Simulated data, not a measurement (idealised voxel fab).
The process module presented herein is designated voxel wiring stack.
It is cross-section cut that appears here, measuring 260 nm in width, its square cells being 5 nm in size.
For the purposes of this document, a cross-section shall be understood as a grid of square cells, specified as bands listed in top-to-bottom order, each band consisting of one or more rows of cells. The entry gives the band's vertical extent as a top height and a bottom height in nm, then its horizontal make-up as materials from left to right, each with a width in nm. "empty" stands for empty space; a single material marked "everywhere" fills the band edge to edge. Below 0: as-received wafer, all one material; heights counted from there. Lowest band: no bottom, goes on down, written "0 nm and below". Width spec "30 to 40" -> top row of cells at first value, bottom row at second value, equal per-row change in between. "no change" for a step: no cell of the cross-section changed in that step. Any empty space of 8 cells or more lacking an open way to the top shows up in "Trapped voids" as width x height at distance, distance from the left edge, in nm. Whatever follows a step's settings on its line is a remark the simulator itself makes about that step. You can add "overlay nm" to a step's line. For a step with a mask, it describes how far the mask lay to the right of its planned position, and a negative number describes a lay to the left.
**This section lists the process steps that were planned**
1. RECEIVE, material Si
2. CONFORMAL_DEP, material SiO2, thk nm 15
3. DIRECTIONAL_DEP, material TiN, thk nm 5
4. DIRECTIONAL_DEP, material W, thk nm 20
5. PATTERN, tone cover, mask id METAL_1, material resist, width nm 20, pitch nm 45, thk nm 15, overlay nm 0
6. DIRECTIONAL_ETCH, etch materials W, depth nm 20
7. DIRECTIONAL_ETCH, etch materials TiN, depth nm 5
8. STRIP, etch materials resist
9. FILL_DEP, material SiO2, thk nm 10
10. CMP, height nm 40
11. CONFORMAL_DEP, material SiCN, thk nm 5
12. DIRECTIONAL_DEP, material lowk, thk nm 30
13. DIRECTIONAL_DEP, material aC, thk nm 10
14. PATTERN, tone open, mask id METAL_2_HOLES, material resist, width nm 15, pitch nm 90, thk nm 30, overlay nm 0
15. DIRECTIONAL_ETCH, etch materials aC, depth nm 10
16. STRIP, etch materials resist
17. DIRECTIONAL_ETCH, etch materials lowk, depth nm 30
18. STRIP, etch materials aC
19. PATTERN, tone open, mask id METAL_2, material resist, width nm 20, pitch nm 45, thk nm 15, overlay nm 0
20. DIRECTIONAL_ETCH, etch materials lowk, depth nm 20
21. DIRECTIONAL_ETCH, etch materials SiCN, depth nm 5
22. STRIP, etch materials resist
23. CONFORMAL_DEP, material TiN, thk nm 5
24. FILL_DEP, material Ru, thk nm 5
25. CMP, height nm 75
26. CONFORMAL_DEP, material SiCN, thk nm 5
27. DIRECTIONAL_DEP, material lowk, thk nm 10
28. DIRECTIONAL_DEP, material aC, thk nm 15
29. PATTERN, tone open, mask id PLUG_2, material resist, width nm 15, pitch nm 45, thk nm 30, overlay nm 0
30. DIRECTIONAL_ETCH, etch materials aC, depth nm 15
31. STRIP, etch materials resist
32. DIRECTIONAL_ETCH, etch materials lowk, depth nm 10
33. DIRECTIONAL_ETCH, etch materials SiCN, depth nm 5
34. STRIP, etch materials aC
35. CONFORMAL_DEP, material TiN, thk nm 5
36. FILL_DEP, material Ru, thk nm 10
37. CMP, height nm 90
38. DIRECTIONAL_DEP, material TiN, thk nm 5
39. DIRECTIONAL_DEP, material W, thk nm 15
40. PATTERN, tone cover, mask id METAL_3, material resist, width nm 20, pitch nm 45, thk nm 15, overlay nm 0
41. DIRECTIONAL_ETCH, etch materials W, depth nm 15
42. DIRECTIONAL_ETCH, etch materials TiN, depth nm 5
43. STRIP, etch materials resist
44. FILL_DEP, material lowk, thk nm 5
45. CMP, height nm 110
46. CONFORMAL_DEP, material SiN, thk nm 5
**Cross-section of the incoming wafer, state after step 1**
	0 nm and below | Si everywhere
	Trapped voids: none
**Wafer cross-section at module end: first of two, run to plan**
	115 nm to 110 nm | SiN everywhere
	110 nm to 95 nm | 50 of lowk | 20 of W | 25 of lowk | 20 of W | 25 of lowk | 20 of W | 25 of lowk | 20 of W | 55 of lowk
	95 nm to 90 nm | 50 of lowk | 20 of TiN | 25 of lowk | 20 of TiN | 25 of lowk | 20 of TiN | 25 of lowk | 20 of TiN | 55 of lowk
	90 nm to 80 nm | 50 of lowk | 5 of TiN | 5 of Ru | 5 of TiN | 30 of lowk | 5 of TiN | 5 of Ru | 5 of TiN | 30 of lowk | 5 of TiN | 5 of Ru | 5 of TiN | 30 of lowk | 5 of TiN | 5 of Ru | 5 of TiN | 60 of lowk
	80 nm to 75 nm | 50 of SiCN | 15 of TiN | 30 of SiCN | 15 of TiN | 30 of SiCN | 15 of TiN | 30 of SiCN | 15 of TiN | 60 of SiCN
	75 nm to 60 nm | 50 of lowk | 5 of TiN | 10 of Ru | 5 of TiN | 25 of lowk | 5 of TiN | 10 of Ru | 5 of TiN | 25 of lowk | 5 of TiN | 10 of Ru | 5 of TiN | 25 of lowk | 5 of TiN | 10 of Ru | 5 of TiN | 55 of lowk
	60 nm to 55 nm | 50 of lowk | 5 of TiN | 5 of Ru | 10 of TiN | 25 of lowk | 20 of TiN | 25 of lowk | 5 of TiN | 5 of Ru | 10 of TiN | 25 of lowk | 20 of TiN | 55 of lowk
	55 nm to 45 nm | 50 of lowk | 5 of TiN | 5 of Ru | 5 of TiN | 75 of lowk | 5 of TiN | 5 of Ru | 5 of TiN | 105 of lowk
	45 nm to 40 nm | 50 of SiCN | 15 of TiN | 75 of SiCN | 15 of TiN | 105 of SiCN
	40 nm to 20 nm | 50 of SiO2 | 20 of W | 25 of SiO2 | 20 of W | 25 of SiO2 | 20 of W | 25 of SiO2 | 20 of W | 55 of SiO2
	20 nm to 15 nm | 50 of SiO2 | 20 of TiN | 25 of SiO2 | 20 of TiN | 25 of SiO2 | 20 of TiN | 25 of SiO2 | 20 of TiN | 55 of SiO2
	15 nm to 0 nm | SiO2 everywhere
	0 nm and below | Si everywhere
	Trapped voids: none
**Second of two wafers, module complete, sectioned: it shares the first wafer's start and plan but was run with one mistake**
	115 nm to 110 nm | SiN everywhere
	110 nm to 95 nm | 50 of lowk | 20 of W | 25 of lowk | 20 of W | 25 of lowk | 20 of W | 25 of lowk | 20 of W | 55 of lowk
	95 nm to 90 nm | 50 of lowk | 20 of TiN | 25 of lowk | 20 of TiN | 25 of lowk | 20 of TiN | 25 of lowk | 20 of TiN | 55 of lowk
	90 nm to 85 nm | 50 of lowk | 5 of TiN | 5 of Ru | 5 of TiN | 30 of lowk | 5 of TiN | 5 of Ru | 5 of TiN | 30 of lowk | 5 of TiN | 5 of Ru | 5 of TiN | 30 of lowk | 5 of TiN | 5 of Ru | 5 of TiN | 60 of lowk
	85 nm to 80 nm | 50 of lowk | 15 of TiN | 30 of lowk | 15 of TiN | 30 of lowk | 15 of TiN | 30 of lowk | 15 of TiN | 60 of lowk
	80 nm to 75 nm | lowk everywhere
	75 nm to 60 nm | 50 of lowk | 5 of TiN | 10 of Ru | 5 of TiN | 25 of lowk | 5 of TiN | 10 of Ru | 5 of TiN | 25 of lowk | 5 of TiN | 10 of Ru | 5 of TiN | 25 of lowk | 5 of TiN | 10 of Ru | 5 of TiN | 55 of lowk
	60 nm to 55 nm | 50 of lowk | 5 of TiN | 5 of Ru | 10 of TiN | 25 of lowk | 20 of TiN | 25 of lowk | 5 of TiN | 5 of Ru | 10 of TiN | 25 of lowk | 20 of TiN | 55 of lowk
	55 nm to 45 nm | 50 of lowk | 5 of TiN | 5 of Ru | 5 of TiN | 75 of lowk | 5 of TiN | 5 of Ru | 5 of TiN | 105 of lowk
	45 nm to 40 nm | 50 of SiCN | 15 of TiN | 75 of SiCN | 15 of TiN | 105 of SiCN
	40 nm to 20 nm | 50 of SiO2 | 20 of W | 25 of SiO2 | 20 of W | 25 of SiO2 | 20 of W | 25 of SiO2 | 20 of W | 55 of SiO2
	20 nm to 15 nm | 50 of SiO2 | 20 of TiN | 25 of SiO2 | 20 of TiN | 25 of SiO2 | 20 of TiN | 25 of SiO2 | 20 of TiN | 55 of SiO2
	15 nm to 0 nm | SiO2 everywhere
	0 nm and below | Si everywhere
	Trapped voids: none
Which mistake was made when the wafer was run? step 26 ran as: CONFORMAL_DEP, material lowk, thk nm 5
Final cells, second wafer relative to first, materials higher or lower: Ru: 4 fewer; SiCN: 40 fewer; TiN: 8 fewer; lowk: 52 more
